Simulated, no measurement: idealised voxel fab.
The name of this process module is voxel capacitor over wiring.
This is section cut - it's 240 nm across, gridded in 5 nm square cells.
Just so we're on the same page, the cross-sections are grids of square cells, and they're listed out in bands top to bottom, each band one or more rows deep.
Heads up on the band format: heights come first, top then bottom, in nm. After that it's the materials left to right, each with its width in nm. A single material flagged "edge to edge" fills the whole band edge to edge, and "empty" means there's empty space there.
Height is counted from the level 0, under which the received wafer is composed throughout of one material. The lowest of the bands is not closed at the bottom but continues downward, in the notation "0 and below".
The two numbers in a width such as "30->40" mark its ends across the band: the first belongs to the top row of cells, the second to the bottom row, and from each row to the next the width moves by the same amount.
"left unchanged", as given for a step, is the statement that not any cell of the cross-section underwent a change during that step.
The list in "Voids, enclosed" covers empty spaces of 8 cells or more that cannot reach the top through any open way, and it gives each as width x height at distance; the distance is from the left edge, and width, height and distance are in nm.
The remark found on a step's line after its settings is issued by the simulator itself and pertains to that step.
overlay nm: mask right of planned place by this much (step with mask). Neg. = left.

The following list gives the planned process steps:
step 1: RECEIVE, material Si
step 2: CONFORMAL_DEP, material SiO2, thk nm 10
step 3: DIRECTIONAL_DEP, material TiN, thk nm 5
step 4: DIRECTIONAL_DEP, material W, thk nm 15
step 5: DIRECTIONAL_DEP, material aC, thk nm 10
step 6: PATTERN, tone cover, mask id METAL_1, material resist, width nm 30, pitch nm 95, thk nm 25, overlay nm 0
step 7: DIRECTIONAL_ETCH, etch materials aC, depth nm 10
step 8: STRIP, etch materials resist
step 9: DIRECTIONAL_ETCH, etch materials W, depth nm 15
step 10: DIRECTIONAL_ETCH, etch materials TiN, depth nm 5
step 11: STRIP, etch materials aC
step 12: CONFORMAL_DEP, material SiN, thk nm 5
step 13: FILL_DEP, material lowk, thk nm 5
step 14: CMP, height nm 30
step 15: CONFORMAL_DEP, material SiCN, thk nm 5
step 16: DIRECTIONAL_DEP, material lowk, thk nm 10
step 17: PATTERN, tone open, mask id PLUG_1, material resist, width nm 15, thk nm 20, overlay nm 0
step 18: DIRECTIONAL_ETCH, etch materials lowk, depth nm 10
step 19: DIRECTIONAL_ETCH, etch materials SiCN, depth nm 5
step 20: STRIP, etch materials resist
step 21: CONFORMAL_DEP, material TiN, thk nm 5
step 22: FILL_DEP, material Ru, thk nm 5
step 23: CMP, height nm 45
step 24: DIRECTIONAL_DEP, material TiN, thk nm 5
step 25: DIRECTIONAL_DEP, material Al2O3, thk nm 5
step 26: DIRECTIONAL_DEP, material TiN, thk nm 5
step 27: DIRECTIONAL_DEP, material aC, thk nm 15
step 28: PATTERN, tone cover, mask id UPPER_PLATE, material resist, width nm 70, thk nm 35, overlay nm 0
step 29: DIRECTIONAL_ETCH, etch materials aC, depth nm 15
step 30: STRIP, etch materials resist
step 31: DIRECTIONAL_ETCH, etch materials TiN, depth nm 5
step 32: DIRECTIONAL_ETCH, etch materials Al2O3, depth nm 5
step 33: STRIP, etch materials aC
step 34: MASKED_ETCH, tone cover, mask id LOWER_PLATE, width nm 80, etch materials TiN, depth nm 5, overlay nm 0
step 35: FILL_DEP, material SiO2, thk nm 20
step 36: CMP, height nm 75
step 37: MASKED_ETCH, tone open, mask id PLUG_2, width nm 15, etch materials SiO2, depth nm 15, overlay nm 0
step 38: CONFORMAL_DEP, material TiN, thk nm 5
step 39: FILL_DEP, material Ru, thk nm 5
step 40: CMP, height nm 75
step 41: CONFORMAL_DEP, material SiN, thk nm 5

Here's what the wafer looked like in cross-section when it arrived - that's after step 1:
> 0 and below | Si edge to edge
> Voids, enclosed: none

This is how the wafer looks in cross-section once the module is done, given the starting state and plan above and one mistake in carrying the plan out:
> 80 down to 75 | SiN edge to edge
> 75 down to 65 | 80 nm SiO2  5 nm TiN  5 nm Ru  5 nm TiN  145 nm SiO2
> 65 down to 60 | 80 nm SiO2  15 nm TiN  145 nm SiO2
> 60 down to 55 | SiO2 edge to edge
> 55 down to 50 | 70 nm SiO2  70 nm Al2O3  100 nm SiO2
> 50 down to 45 | 65 nm SiO2  80 nm TiN  95 nm SiO2
> 45 down to 35 | 70 nm lowk  5 nm TiN  5 nm Ru  5 nm TiN  155 nm lowk
> 35 down to 30 | 70 nm SiCN  15 nm TiN  155 nm SiCN
> 30 down to 15 | 50 nm lowk  5 nm SiN  30 nm W  5 nm SiN  55 nm lowk  5 nm SiN  30 nm W  5 nm SiN  55 nm lowk
> 15 down to 10 | 55 nm SiN  30 nm TiN  65 nm SiN  30 nm TiN  60 nm SiN
> 10 down to 0 | SiO2 edge to edge
> 0 and below | Si edge to edge
> Voids, enclosed: none
Here's what went sideways: plan step 26 skipped
